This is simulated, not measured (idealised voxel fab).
Process module name: voxel self aligned contacts
Cross-section cut: width 290 nm, square cells of 5 nm.
A cross-section is written here as square cells arranged in a grid, and it is given in bands from the top down, each band taking up one or more rows of cells.
The entry gives the band's vertical extent as a top height and a bottom height in nm, then its horizontal make-up as materials from left to right, each with a width in nm. "blank" stands for empty space; a single material marked "edge to edge" fills the band edge to edge.
Basically, 0 is our baseline, since under it the wafer straight out of the box is all one material. The bottom band has no lower end and keeps on going down, so it looks like "0 and below".
Per-row width for "30 to 40": begins at first number (top row of band), ends at second number (bottom row), increment between rows held constant.
"no modifications" (step): cross-section cells unchanged, all of them.
Voids not open to the top, 8 cells minimum: see "Fully sealed cavities". Written width x height at distance; distance is from the left edge; nm.
Where a step's line continues beyond its settings, the continuation is a remark by the simulator itself on that step.
overlay nm: for a step with a mask, the amount by which the mask lay right of where it was planned; a negative amount means left of it.
The process steps that were planned are listed below:
step 1: op RECEIVE | material Si
step 2: op CONFORMAL_DEP | material SiO2 | thk nm 5
step 3: op DIRECTIONAL_DEP | material polySi | thk nm 25
step 4: op DIRECTIONAL_DEP | material SiN | thk nm 25
step 5: op PATTERN | tone cover | mask id GATE | material resist | width nm 25 | pitch nm 60 | thk nm 15 | overlay nm 0
step 6: op DIRECTIONAL_ETCH | etch materials SiN | depth nm 25
step 7: op DIRECTIONAL_ETCH | etch materials polySi | depth nm 25
step 8: op STRIP | etch materials resist
step 9: op CONFORMAL_DEP | material SiN | thk nm 10
step 10: op DIRECTIONAL_ETCH | etch materials SiN | depth nm 10
step 11: op FILL_DEP | material SiO2 | thk nm 15
step 12: op CMP | height nm 65
step 13: op DIRECTIONAL_DEP | material aC | thk nm 10
step 14: op PATTERN | tone open | mask id CONTACT | material resist | width nm 35 | pitch nm 60 | thk nm 30 | overlay nm 0
step 15: op DIRECTIONAL_ETCH | etch materials aC | depth nm 10
step 16: op STRIP | etch materials resist
step 17: op DIRECTIONAL_ETCH | etch materials SiO2 | depth nm 65
step 18: op STRIP | etch materials aC
step 19: op CONFORMAL_DEP | material TiN | thk nm 5
step 20: op FILL_DEP | material W | thk nm 10
step 21: op CMP | height nm 65
step 22: op CONFORMAL_DEP | material SiCN | thk nm 5
Across this set of wafers, the varied parameter is the width nm of step 14. Starting conditions are identical for every wafer, and the plan reports the value assigned to the first wafer.
Cross-section of the first of several wafers on receipt, reflecting completion of step 1:
* 0 and below  Si edge to edge
* Fully sealed cavities: none
Quick look at the cross-section of the first of several wafers after step 22, which wraps up the module:
* 70 down to 65  SiCN edge to edge
* 65 down to 55  95 SiO2, then 5 to 15 TiN, then 25 to 5 W, then 5 to 15 TiN, then 25 SiO2, then 5 to 15 TiN, then 25 to 5 W, then 5 to 15 TiN, then 100 SiO2
* 55 down to 30  60 SiO2, then 45 SiN, then 5 TiN, then 5 W, then 5 TiN, then 45 SiN, then 5 TiN, then 5 W, then 5 TiN, then 45 SiN, then 65 SiO2
* 30 down to 5  60 SiO2, then 10 SiN, then 25 polySi, then 10 SiN, then 5 TiN, then 5 W, then 5 TiN, then 10 SiN, then 25 polySi, then 10 SiN, then 5 TiN, then 5 W, then 5 TiN, then 10 SiN, then 25 polySi, then 10 SiN, then 65 SiO2
* 5 down to 0  105 SiO2, then 15 TiN, then 45 SiO2, then 15 TiN, then 110 SiO2
* 0 and below  Si edge to edge
* Fully sealed cavities: none
End of module, last wafer sectioned:
* 70 down to 65  SiCN edge to edge
* 65 down to 55  90 SiO2, then 5 to 20 TiN, then 35 to 5 W, then 5 to 20 TiN, then 15 SiO2, then 5 to 20 TiN, then 35 to 5 W, then 5 to 20 TiN, then 95 SiO2
* 55 down to 30  60 SiO2, then 45 SiN, then 5 TiN, then 5 W, then 5 TiN, then 45 SiN, then 5 TiN, then 5 W, then 5 TiN, then 45 SiN, then 65 SiO2
* 30 down to 5  60 SiO2, then 10 SiN, then 25 polySi, then 10 SiN, then 5 TiN, then 5 W, then 5 TiN, then 10 SiN, then 25 polySi, then 10 SiN, then 5 TiN, then 5 W, then 5 TiN, then 10 SiN, then 25 polySi, then 10 SiN, then 65 SiO2
* 5 down to 0  105 SiO2, then 15 TiN, then 45 SiO2, then 15 TiN, then 110 SiO2
* 0 and below  Si edge to edge
* Fully sealed cavities: none
Below is a per-wafer table. In it, each row describes the wafer at the end of the module by giving, for each material, the number of cells gained (+) or lost (-) since the wafer was received, and after that the closed voids of the wafer:
width nm 35 | +58 SiCN | +195 SiN | +390 SiO2 | +62 TiN | +32 W | +75 polySi | Fully sealed cavities: none
width nm 40 | +58 SiCN | +195 SiN | +386 SiO2 | +64 TiN | +34 W | +75 polySi | Fully sealed cavities: none
width nm 45 | +58 SiCN | +195 SiN | +382 SiO2 | +66 TiN | +36 W | +75 polySi | Fully sealed cavities: none
